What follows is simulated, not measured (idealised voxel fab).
Module name: voxel lift off (process module)
The width of the displayed cross-section, cut, is 295 nm; its cells are square, with a size of 5 nm.
Cross-section format: a grid of square cells, given as bands from top to bottom; each band is one or more rows of cells. Heads up on the band format: heights come first, top then bottom, in nm. After that it's the materials left to right, each with its width in nm. A single material flagged "full width" fills the whole band edge to edge, and "blank" means there's empty space there. Heights are expressed relative to 0, this being the level below which the as-received wafer comprises one material exclusively. The lowest band is unbounded in the downward direction and is denoted as in "0 nm and below". Read "30..40" as a graded width: first number on top, second number at the bottom, same change between each pair of neighbouring rows. "nothing altered" (step): cross-section cells unchanged, all of them. The entry titled "Sealed voids" provides the empty spaces that have no open way to the top, restricted to those of 8 cells or more. Each is presented as width x height at distance, the distance being measured from the left edge, with all three in nm. The remark found on a step's line after its settings is issued by the simulator itself and pertains to that step. overlay nm: for a step with a mask, the amount by which the mask lay right of where it was planned; a negative amount means left of it. Read each pair as before and after one process step. The after cross-section shows only down to the lowest band that changed. The step between them and its settings are given below the pair. Pairs can come from different runs of this module on the same starting wafer. A pair continues from the pair above only where its "Pre-step section" entry says so.

## Pre-step section
* 0 nm and below | Si full width
* Sealed voids: none

## Step Result
* 5 nm to 0 nm | SiN full width
* Note: structure below 0 unchanged.
* Sealed voids: none
Between the two cross-sections above, the process step reads CONFORMAL_DEP: material SiN, thk nm 5

Pre-step section: starting point is the after cross-section of the pair just above.

## Step Result
* 35 nm to 5 nm | resist 50 nm, blank 25 nm, resist 30 nm, blank 25 nm, resist 30 nm, blank 25 nm, resist 30 nm, blank 25 nm, resist 55 nm
* Note: structure below 5 unchanged.
* Sealed voids: none
Between the two cross-sections above, the process step reads PATTERN: tone open, mask id LINES, material resist, width nm 25, pitch nm 55, thk nm 30, overlay nm 0

Pre-step section: starting point is the after cross-section of the pair just above.

## Step Result
* 50 nm to 35 nm | Ru 50 nm, blank 25 nm, Ru 30 nm, blank 25 nm, Ru 30 nm, blank 25 nm, Ru 30 nm, blank 25 nm, Ru 55 nm
* 35 nm to 20 nm | resist 50 nm, blank 25 nm, resist 30 nm, blank 25 nm, resist 30 nm, blank 25 nm, resist 30 nm, blank 25 nm, resist 55 nm
* 20 nm to 5 nm | resist 50 nm, Ru 25 nm, resist 30 nm, Ru 25 nm, resist 30 nm, Ru 25 nm, resist 30 nm, Ru 25 nm, resist 55 nm
* Note: structure below 5 unchanged.
* Sealed voids: none
Between the two cross-sections above, the process step reads DIRECTIONAL_DEP: material Ru, thk nm 15

Pre-step section: starting point is the after cross-section of the pair just above.

## Step Result
* 20 nm to 5 nm | blank 50 nm, Ru 25 nm, blank 30 nm, Ru 25 nm, blank 30 nm, Ru 25 nm, blank 30 nm, Ru 25 nm, blank 55 nm
* Note: structure below 5 unchanged.
* Sealed voids: none
Between the two cross-sections above, the process step reads STRIP: etch materials resist

Pre-step section: starting point is the after cross-section of the pair just above.

## Step Result
* 30 nm to 20 nm | blank 40 nm, SiN 45 nm, blank 10 nm, SiN 45 nm, blank 10 nm, SiN 45 nm, blank 10 nm, SiN 45 nm, blank 45 nm
* 20 nm to 15 nm | blank 40 nm, SiN 10 nm, Ru 25 nm, SiN 10 nm, blank 10 nm, SiN 10 nm, Ru 25 nm, SiN 10 nm, blank 10 nm, SiN 10 nm, Ru 25 nm, SiN 10 nm, blank 10 nm, SiN 10 nm, Ru 25 nm, SiN 10 nm, blank 45 nm
* 15 nm to 5 nm | SiN 50 nm, Ru 25 nm, SiN 30 nm, Ru 25 nm, SiN 30 nm, Ru 25 nm, SiN 30 nm, Ru 25 nm, SiN 55 nm
* Note: structure below 5 unchanged.
* Sealed voids: none
Between the two cross-sections above, the process step reads CONFORMAL_DEP: material SiN, thk nm 10

## Pre-step section
* 20 nm to 5 nm | blank 50 nm, Ru 25 nm, blank 30 nm, Ru 25 nm, blank 30 nm, Ru 25 nm, blank 30 nm, Ru 25 nm, blank 55 nm
* 5 nm to 0 nm | SiN full width
* 0 nm and below | Si full width
* Sealed voids: none

## Step Result
* 35 nm to 20 nm | blank 35 nm, SiN 220 nm, blank 40 nm
* 20 nm to 5 nm | SiN 50 nm, Ru 25 nm, SiN 30 nm, Ru 25 nm, SiN 30 nm, Ru 25 nm, SiN 30 nm, Ru 25 nm, SiN 55 nm
* Note: structure below 5 unchanged.
* Sealed voids: none
Between the two cross-sections above, the process step reads CONFORMAL_DEP: material SiN, thk nm 15

## Pre-step section
* 5 nm to 0 nm | SiN full width
* 0 nm and below | Si full width
* Sealed voids: none

## Step Result
* 35 nm to 5 nm | resist 45 nm, blank 35 nm, resist 20 nm, blank 35 nm, resist 20 nm, blank 35 nm, resist 20 nm, blank 35 nm, resist 50 nm
* Note: structure below 5 unchanged.
* Sealed voids: none
Between the two cross-sections above, the process step reads PATTERN: tone open, mask id LINES, material resist, width nm 35, pitch nm 55, thk nm 30, overlay nm 0

Pre-step section: starting point is the after cross-section of the pair just above.

## Step Result
* 50 nm to 35 nm | Ru 45 nm, blank 35 nm, Ru 20 nm, blank 35 nm, Ru 20 nm, blank 35 nm, Ru 20 nm, blank 35 nm, Ru 50 nm
* 35 nm to 20 nm | resist 45 nm, blank 35 nm, resist 20 nm, blank 35 nm, resist 20 nm, blank 35 nm, resist 20 nm, blank 35 nm, resist 50 nm
* 20 nm to 5 nm | resist 45 nm, Ru 35 nm, resist 20 nm, Ru 35 nm, resist 20 nm, Ru 35 nm, resist 20 nm, Ru 35 nm, resist 50 nm
* Note: structure below 5 unchanged.
* Sealed voids: none
Between the two cross-sections above, the process step reads DIRECTIONAL_DEP: material Ru, thk nm 15

Pre-step section: starting point is the after cross-section of the pair just above.

## Step Result
* 20 nm to 5 nm | blank 45 nm, Ru 35 nm, blank 20 nm, Ru 35 nm, blank 20 nm, Ru 35 nm, blank 20 nm, Ru 35 nm, blank 50 nm
* Note: structure below 5 unchanged.
* Sealed voids: none
Between the two cross-sections above, the process step reads STRIP: etch materials resist

Pre-step section: starting point is the after cross-section of the pair just above.

## Step Result
* 30 nm to 20 nm | blank 35 nm, SiN 220 nm, blank 40 nm
* 20 nm to 15 nm | blank 35 nm, SiN 10 nm, Ru 35 nm, SiN 20 nm, Ru 35 nm, SiN 20 nm, Ru 35 nm, SiN 20 nm, Ru 35 nm, SiN 10 nm, blank 40 nm
* 15 nm to 5 nm | SiN 45 nm, Ru 35 nm, SiN 20 nm, Ru 35 nm, SiN 20 nm, Ru 35 nm, SiN 20 nm, Ru 35 nm, SiN 50 nm
* Note: structure below 5 unchanged.
* Sealed voids: none
Between the two cross-sections above, the process step reads CONFORMAL_DEP: material SiN, thk nm 10

## Pre-step section
* 5 nm to 0 nm | SiN full width
* 0 nm and below | Si full width
* Sealed voids: none

## Step Result
* 35 nm to 5 nm | resist 55 nm, blank 25 nm, resist 30 nm, blank 25 nm, resist 30 nm, blank 25 nm, resist 30 nm, blank 25 nm, resist 50 nm
* Note: structure below 5 unchanged.
* Sealed voids: none
Between the two cross-sections above, the process step reads PATTERN: tone open, mask id LINES, material resist, width nm 25, pitch nm 55, thk nm 30, overlay nm 5

Pre-step section: starting point is the after cross-section of the pair just above.

## Step Result
* 50 nm to 35 nm | Ru 55 nm, blank 25 nm, Ru 30 nm, blank 25 nm, Ru 30 nm, blank 25 nm, Ru 30 nm, blank 25 nm, Ru 50 nm
* 35 nm to 20 nm | resist 55 nm, blank 25 nm, resist 30 nm, blank 25 nm, resist 30 nm, blank 25 nm, resist 30 nm, blank 25 nm, resist 50 nm
* 20 nm to 5 nm | resist 55 nm, Ru 25 nm, resist 30 nm, Ru 25 nm, resist 30 nm, Ru 25 nm, resist 30 nm, Ru 25 nm, resist 50 nm
* Note: structure below 5 unchanged.
* Sealed voids: none
Between the two cross-sections above, the process step reads DIRECTIONAL_DEP: material Ru, thk nm 15

Pre-step section: starting point is the after cross-section of the pair just above.

## Step Result
* 20 nm to 5 nm | blank 55 nm, Ru 25 nm, blank 30 nm, Ru 25 nm, blank 30 nm, Ru 25 nm, blank 30 nm, Ru 25 nm, blank 50 nm
* Note: structure below 5 unchanged.
* Sealed voids: none
Between the two cross-sections above, the process step reads STRIP: etch materials resist

Pre-step section: starting point is the after cross-section of the pair just above.

## Step Result
* 30 nm to 20 nm | blank 45 nm, SiN 45 nm, blank 10 nm, SiN 45 nm, blank 10 nm, SiN 45 nm, blank 10 nm, SiN 45 nm, blank 40 nm
* 20 nm to 15 nm | blank 45 nm, SiN 10 nm, Ru 25 nm, SiN 10 nm, blank 10 nm, SiN 10 nm, Ru 25 nm, SiN 10 nm, blank 10 nm, SiN 10 nm, Ru 25 nm, SiN 10 nm, blank 10 nm, SiN 10 nm, Ru 25 nm, SiN 10 nm, blank 40 nm
* 15 nm to 5 nm | SiN 55 nm, Ru 25 nm, SiN 30 nm, Ru 25 nm, SiN 30 nm, Ru 25 nm, SiN 30 nm, Ru 25 nm, SiN 50 nm
* Note: structure below 5 unchanged.
* Sealed voids: none
Between the two cross-sections above, the process step reads CONFORMAL_DEP: material SiN, thk nm 10

## Pre-step section
* 35 nm to 5 nm | resist 50 nm, blank 25 nm, resist 30 nm, blank 25 nm, resist 30 nm, blank 25 nm, resist 30 nm, blank 25 nm, resist 55 nm
* 5 nm to 0 nm | SiN full width
* 0 nm and below | Si full width
* Sealed voids: none

## Step Result
* 50 nm to 35 nm | SiN 50 nm, blank 25 nm, SiN 30 nm, blank 25 nm, SiN 30 nm, blank 25 nm, SiN 30 nm, blank 25 nm, SiN 55 nm
* 35 nm to 20 nm | resist 50 nm, blank 25 nm, resist 30 nm, blank 25 nm, resist 30 nm, blank 25 nm, resist 30 nm, blank 25 nm, resist 55 nm
* 20 nm to 5 nm | resist 50 nm, SiN 25 nm, resist 30 nm, SiN 25 nm, resist 30 nm, SiN 25 nm, resist 30 nm, SiN 25 nm, resist 55 nm
* Note: structure below 5 unchanged.
* Sealed voids: none
Between the two cross-sections above, the process step reads DIRECTIONAL_DEP: material SiN, thk nm 15

Pre-step section: starting point is the after cross-section of the pair just above.

## Step Result
* 20 nm to 5 nm | blank 50 nm, SiN 25 nm, blank 30 nm, SiN 25 nm, blank 30 nm, SiN 25 nm, blank 30 nm, SiN 25 nm, blank 55 nm
* Note: structure below 5 unchanged.
* Sealed voids: none
Between the two cross-sections above, the process step reads STRIP: etch materials resist

Pre-step section: starting point is the after cross-section of the pair just above.

## Step Result
* 30 nm to 15 nm | blank 40 nm, SiN 45 nm, blank 10 nm, SiN 45 nm, blank 10 nm, SiN 45 nm, blank 10 nm, SiN 45 nm, blank 45 nm
* 15 nm to 0 nm | SiN full width
* Note: structure below 0 unchanged.
* Sealed voids: none
Between the two cross-sections above, the process step reads CONFORMAL_DEP: material SiN, thk nm 10

## Pre-step section
* 5 nm to 0 nm | SiN full width
* 0 nm and below | Si full width
* Sealed voids: none

## Step Result
* 35 nm to 5 nm | blank 50 nm, resist 25 nm, blank 30 nm, resist 25 nm, blank 30 nm, resist 25 nm, blank 30 nm, resist 25 nm, blank 55 nm
* Note: structure below 5 unchanged.
* Sealed voids: none
Between the two cross-sections above, the process step reads PATTERN: tone cover, mask id LINES, material resist, width nm 25, pitch nm 55, thk nm 30, overlay nm 0

Pre-step section: starting point is the after cross-section of the pair just above.

## Step Result
* 50 nm to 35 nm | blank 50 nm, Ru 25 nm, blank 30 nm, Ru 25 nm, blank 30 nm, Ru 25 nm, blank 30 nm, Ru 25 nm, blank 55 nm
* 35 nm to 20 nm | blank 50 nm, resist 25 nm, blank 30 nm, resist 25 nm, blank 30 nm, resist 25 nm, blank 30 nm, resist 25 nm, blank 55 nm
* 20 nm to 5 nm | Ru 50 nm, resist 25 nm, Ru 30 nm, resist 25 nm, Ru 30 nm, resist 25 nm, Ru 30 nm, resist 25 nm, Ru 55 nm
* Note: structure below 5 unchanged.
* Sealed voids: none
Between the two cross-sections above, the process step reads DIRECTIONAL_DEP: material Ru, thk nm 15

Pre-step section: starting point is the after cross-section of the pair just above.

## Step Result
* 20 nm to 5 nm | Ru 50 nm, blank 25 nm, Ru 30 nm, blank 25 nm, Ru 30 nm, blank 25 nm, Ru 30 nm, blank 25 nm, Ru 55 nm
* Note: structure below 5 unchanged.
* Sealed voids: none
Between the two cross-sections above, the process step reads STRIP: etch materials resist

Pre-step section: starting point is the after cross-section of the pair just above.

## Step Result
* 30 nm to 20 nm | SiN 60 nm, blank 5 nm, SiN 50 nm, blank 5 nm, SiN 50 nm, blank 5 nm, SiN 50 nm, blank 5 nm, SiN 65 nm
* 20 nm to 15 nm | Ru 50 nm, SiN 10 nm, blank 5 nm, SiN 10 nm, Ru 30 nm, SiN 10 nm, blank 5 nm, SiN 10 nm, Ru 30 nm, SiN 10 nm, blank 5 nm, SiN 10 nm, Ru 30 nm, SiN 10 nm, blank 5 nm, SiN 10 nm, Ru 55 nm
* 15 nm to 5 nm | Ru 50 nm, SiN 25 nm, Ru 30 nm, SiN 25 nm, Ru 30 nm, SiN 25 nm, Ru 30 nm, SiN 25 nm, Ru 55 nm
* Note: structure below 5 unchanged.
* Sealed voids: none
Between the two cross-sections above, the process step reads CONFORMAL_DEP: material SiN, thk nm 10
